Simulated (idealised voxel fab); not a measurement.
Documented hereafter: the process module known as voxel wiring stack.
This is section cut - it's 160 nm across, gridded in 5 nm square cells.
Cross-section = grid of square cells, listed top down in bands; band = one or more rows. Top, bottom (nm), then materials left to right with widths (nm); lone material tagged "full width" fills the whole band edge to edge; "air" = empty space. All heights in this document are referenced to 0, defined as the level beneath which the wafer, as received, consists entirely of one material. The lowest band is not bounded below; it extends indefinitely downward and is written in the form "top 0, no bottom". Graded width ("30 to 40"): value in top row of band = first number; value in bottom row = second number; row-to-row change constant. What does "nothing altered" mean for a step? It means no cell of the cross-section changed in that step. "Cavities, closed": empty spaces of 8 cells or more with no open way to the top, each given as width x height at distance, distance from the left edge, all in nm. It should be noted that, on the line of a given step, the content following the step's settings is a remark produced by the simulator itself with respect to that step. overlay nm: right-of-plan distance of the mask on a masked step; negative values mean left-of-plan.

[Steps planned for the process]
1. RECEIVE (material Si)
2. CONFORMAL_DEP (material SiO2; thk nm 15)
3. DIRECTIONAL_DEP (material TiN; thk nm 5)
4. DIRECTIONAL_DEP (material W; thk nm 25)
5. PATTERN (tone cover; mask id METAL_1; material resist; width nm 20; pitch nm 40; thk nm 20; overlay nm 0)
6. DIRECTIONAL_ETCH (etch materials W; depth nm 25)
7. DIRECTIONAL_ETCH (etch materials TiN; depth nm 5)
8. STRIP (etch materials resist)
9. FILL_DEP (material lowk; thk nm 10)
10. CMP (height nm 45)
11. CONFORMAL_DEP (material SiCN; thk nm 5)
12. DIRECTIONAL_DEP (material lowk; thk nm 30)
13. DIRECTIONAL_DEP (material aC; thk nm 15)
14. PATTERN (tone open; mask id METAL_2; material resist; width nm 20; pitch nm 40; thk nm 30; overlay nm 0)
15. DIRECTIONAL_ETCH (etch materials aC; depth nm 15)
16. STRIP (etch materials resist)
17. DIRECTIONAL_ETCH (etch materials lowk; depth nm 15)
18. STRIP (etch materials aC)
19. MASKED_ETCH (tone open; mask id METAL_2_HOLES; width nm 15; pitch nm 40; etch materials lowk; depth nm 15; overlay nm 0)
20. MASKED_ETCH (tone open; mask id METAL_2_HOLES; width nm 15; pitch nm 40; etch materials SiCN; depth nm 5; overlay nm 0)
21. CONFORMAL_DEP (material TiN; thk nm 5)
22. FILL_DEP (material Cu; thk nm 10)
23. CMP (height nm 80)
24. CONFORMAL_DEP (material SiN; thk nm 5)

[Cross-section of the incoming wafer, state after step 1]
  top 0, no bottom = Si full width
  Cavities, closed: none

[Module complete - cross-section of the first of two wafers, run according to plan]
  top 85, bottom 80 = SiN full width
  top 80, bottom 70 = lowk: 50 / TiN: 5 / Cu: 10 / TiN: 5 / lowk: 20 / TiN: 5 / Cu: 10 / TiN: 5 / lowk: 50
  top 70, bottom 65 = lowk: 50 / TiN: 5 / Cu: 5 / TiN: 10 / lowk: 20 / TiN: 5 / Cu: 5 / TiN: 10 / lowk: 50
  top 65, bottom 50 = lowk: 50 / TiN: 5 / Cu: 5 / TiN: 5 / lowk: 25 / TiN: 5 / Cu: 5 / TiN: 5 / lowk: 55
  top 50, bottom 45 = SiCN: 50 / TiN: 15 / SiCN: 25 / TiN: 15 / SiCN: 55
  top 45, bottom 20 = lowk: 50 / W: 20 / lowk: 20 / W: 20 / lowk: 50
  top 20, bottom 15 = lowk: 50 / TiN: 20 / lowk: 20 / TiN: 20 / lowk: 50
  top 15, bottom 0 = SiO2 full width
  top 0, no bottom = Si full width
  Cavities, closed: none

[Cross-sectional image of the second wafer of the two following completion of the module. Starting state and process plan were the same as for the first wafer; one execution error occurred]
  top 85, bottom 80 = SiN full width
  top 80, bottom 70 = lowk: 40 / TiN: 5 / Cu: 20 / TiN: 5 / lowk: 10 / TiN: 5 / Cu: 20 / TiN: 5 / lowk: 50
  top 70, bottom 65 = lowk: 40 / TiN: 30 / lowk: 10 / TiN: 30 / lowk: 50
  top 65, bottom 50 = lowk: 50 / TiN: 5 / lowk: 35 / TiN: 5 / lowk: 65
  top 50, bottom 45 = SiCN: 50 / TiN: 5 / SiCN: 35 / TiN: 5 / SiCN: 65
  top 45, bottom 20 = lowk: 50 / W: 20 / lowk: 20 / W: 20 / lowk: 50
  top 20, bottom 15 = lowk: 50 / TiN: 20 / lowk: 20 / TiN: 20 / lowk: 50
  top 15, bottom 0 = SiO2 full width
  top 0, no bottom = Si full width
  Cavities, closed: none
Where did the run depart from the plan? step 19 ran with different settings than intended, the actual operation and settings being MASKED_ETCH (tone open; mask id METAL_2_HOLES; width nm 15; pitch nm 40; etch materials lowk; depth nm 15; overlay nm -10)
Per the end-of-run cell counts, the second wafer holds more or fewer of some materials than the first: 4 more of SiCN | 4 fewer of TiN
